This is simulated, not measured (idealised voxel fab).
Process module name: voxel self aligned vias
Square cells of 5 nm make up the cross-section cut, whose width is 220 nm.
Cross-section format: a grid of square cells, given as bands from top to bottom; each band is one or more rows of cells.
Within each band entry, the heights of the top and of the bottom of the band appear first, in that order and in nm; the materials of the band then follow from left to right, each with its corresponding width in nm. The designation "all across" on a single material indicates that it fills the band from edge to edge; the designation "blank" indicates empty space.
Heights are measured from 0, the level below which the as-received wafer is all one material; the lowest band has no bottom and continues downward, written as in "0 -> down".
Think of "30->40" as a width that walks from the first number to the second as you go down the band, top row to bottom row, taking equal-sized steps from row to row.
"all unchanged" for a step: no cell of the cross-section changed in that step.
Any empty space of 8 cells or more lacking an open way to the top shows up in "Closed void list" as width x height at distance, distance from the left edge, in nm.
It should be noted that, on the line of a given step, the content following the step's settings is a remark produced by the simulator itself with respect to that step.
The "overlay nm" setting may appear on a step's line; for a step that uses a mask, it gives how far to the right of its planned position the mask lay, and a negative value indicates the left.

PROCESS STEPS - PLAN
1. RECEIVE: material Si
2. CONFORMAL_DEP: material SiO2, thk nm 10
3. CONFORMAL_DEP: material SiCN, thk nm 5
4. DIRECTIONAL_DEP: material lowk, thk nm 25
5. PATTERN: tone open, mask id LINES, material resist, width nm 20, pitch nm 65, thk nm 15, overlay nm 0
6. DIRECTIONAL_ETCH: etch materials lowk, depth nm 25
7. STRIP: etch materials resist
8. CONFORMAL_DEP: material TiN, thk nm 5
9. FILL_DEP: material Ru, thk nm 10
10. CMP: height nm 40
11. SELECTIVE_ETCH: etch materials W Ru TiN, depth nm 10
12. FILL_DEP: material SiN, thk nm 10
13. CMP: height nm 40
14. DIRECTIONAL_DEP: material lowk, thk nm 20
15. DIRECTIONAL_DEP: material aC, thk nm 10
16. PATTERN: tone open, mask id VIAS, material resist, width nm 40, thk nm 25, overlay nm 0
17. DIRECTIONAL_ETCH: etch materials aC, depth nm 10
18. STRIP: etch materials resist
19. DIRECTIONAL_ETCH: etch materials lowk, depth nm 20
20. DIRECTIONAL_ETCH: etch materials SiN, depth nm 10
21. STRIP: etch materials aC
22. CONFORMAL_DEP: material TiN, thk nm 5
23. FILL_DEP: material W, thk nm 5
24. CMP: height nm 60
25. CONFORMAL_DEP: material SiCN, thk nm 5

RECEIVED-STATE CROSS-SECTION, REFLECTING COMPLETION OF STEP 1
* 0 -> down = Si all across
* Closed void list: none

WAFER CROSS-SECTION AT END OF MODULE: START AND PLAN AS SHOWN ABOVE, ONE EXECUTION ERROR
* 65 -> 60 = SiCN all across
* 60 -> 45 = lowk (55), TiN (5), W (30), TiN (5), lowk (125)
* 45 -> 40 = lowk (55), TiN (40), lowk (125)
* 40 -> 35 = SiCN all across
* 35 -> 10 = lowk all across
* 10 -> 0 = SiO2 all across
* 0 -> down = Si all across
* Closed void list: none
Deviation noted in wafer processing: steps 3 and 4 of the plan were each performed in the slot designated for the other
